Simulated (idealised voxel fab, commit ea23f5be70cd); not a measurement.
process module | voxel local oxidation
cross-section cut | 155 nm wide | cells 5 nm
A cross-section is a grid of square cells, given in bands from the top down. A band is one or more rows of cells.
Each band's line starts with the height of the band's top and of its bottom, in nm. Then come its materials from left to right, each with its width in nm. One material with "throughout" fills the band from edge to edge. "air" is empty space.
Height 0 is the level under which the wafer as received is all one material. The lowest band goes on downwards, as in "0 down".
A width such as "30 to 40" changes by the same amount from each row of cells to the next, from the band's top row to its bottom row.
"no change" after a step means that no cell of the cross-section changed.
closed voids: empty space of 8 cells or more with no open way to the top, each as width x height at its distance from the left edge, in nm
after a step's settings: what the simulator itself notes on the step
overlay nm, on a step with a mask: how far to the right of its planned place the mask lay; to the left if negative
plan
1 op RECEIVE | material Si
2 op CONFORMAL_DEP | material SiO2 | thk nm 5
3 op CONFORMAL_DEP | material SiN | thk nm 10
4 op DIRECTIONAL_DEP | material aC | thk nm 15
5 op PATTERN | tone cover | mask id ACTIVE | material resist | width nm 90 | thk nm 35 | overlay nm 0
6 op DIRECTIONAL_ETCH | etch materials aC | depth nm 15
7 op STRIP | etch materials resist
8 op DIRECTIONAL_ETCH | etch materials SiN | depth nm 10
9 op STRIP | etch materials aC
10 op SELECTIVE_ETCH | etch materials SiO2 | depth nm 5
11 op OXIDIZE | depth nm 10
12 op STRIP | etch materials SiN
first wafer, as planned
as received, after step 1
  0 down: Si throughout
  closed voids: none
after step 2
  5 to 0: SiO2 throughout
  below 0: unchanged
after step 3
  15 to 5: SiN throughout
  below 5: unchanged
after step 4
  30 to 15: aC throughout
  below 15: unchanged
after step 5
  65 to 30: air 30 | resist 90 | air 35
  below 30: unchanged
after step 6
  50 to 30: air 30 | resist 90 | air 35
  30 to 15: air 30 | aC 90 | air 35
  below 15: unchanged
after step 7
  30 to 15: air 30 | aC 90 | air 35
  below 15: unchanged
after step 8
  30 to 15: air 30 | aC 90 | air 35
  15 to 5: air 30 | SiN 90 | air 35
  below 5: unchanged
after step 9
  15 to 5: air 30 | SiN 90 | air 35
  below 5: unchanged
after step 10
  15 to 5: air 30 | SiN 90 | air 35
  5 to 0: air 35 | SiO2 80 | air 40
  below 0: unchanged
after step 11
  15 to 5: air 30 | SiN 90 | air 35
  5 to 0: air 35 | SiO2 80 | air 40
  0 to -10: SiO2 45 | Si 60 | SiO2 50
  below -10: unchanged
after step 12
  5 to 0: air 35 | SiO2 80 | air 40
  below 0: unchanged
second wafer: like start, like plan, one mistake. Through step 4 it matches the first wafer
when step 5 should have ended
  65 to 30: air 25 | resist 100 | air 30
  below 30: unchanged
when step 6 should have ended
  50 to 30: air 25 | resist 100 | air 30
  30 to 15: air 25 | aC 100 | air 30
  below 15: unchanged
when step 7 should have ended
  30 to 15: air 25 | aC 100 | air 30
  below 15: unchanged
when step 8 should have ended
  30 to 15: air 25 | aC 100 | air 30
  15 to 5: air 25 | SiN 100 | air 30
  below 5: unchanged
when step 9 should have ended
  15 to 5: air 25 | SiN 100 | air 30
  below 5: unchanged
when step 10 should have ended
  15 to 5: air 25 | SiN 100 | air 30
  5 to 0: air 30 | SiO2 90 | air 35
  below 0: unchanged
when step 11 should have ended
  15 to 5: air 25 | SiN 100 | air 30
  5 to 0: air 30 | SiO2 90 | air 35
  0 to -10: SiO2 40 | Si 70 | SiO2 45
  below -10: unchanged
when step 12 should have ended
  5 to 0: air 30 | SiO2 90 | air 35
  below 0: unchanged
what went wrong: step 5 ran as: op PATTERN | tone cover | mask id ACTIVE | material resist | width nm 100 | thk nm 35 | overlay nm 0
at the end the second wafer has, in cells: 4 more of Si | 2 fewer of SiO2
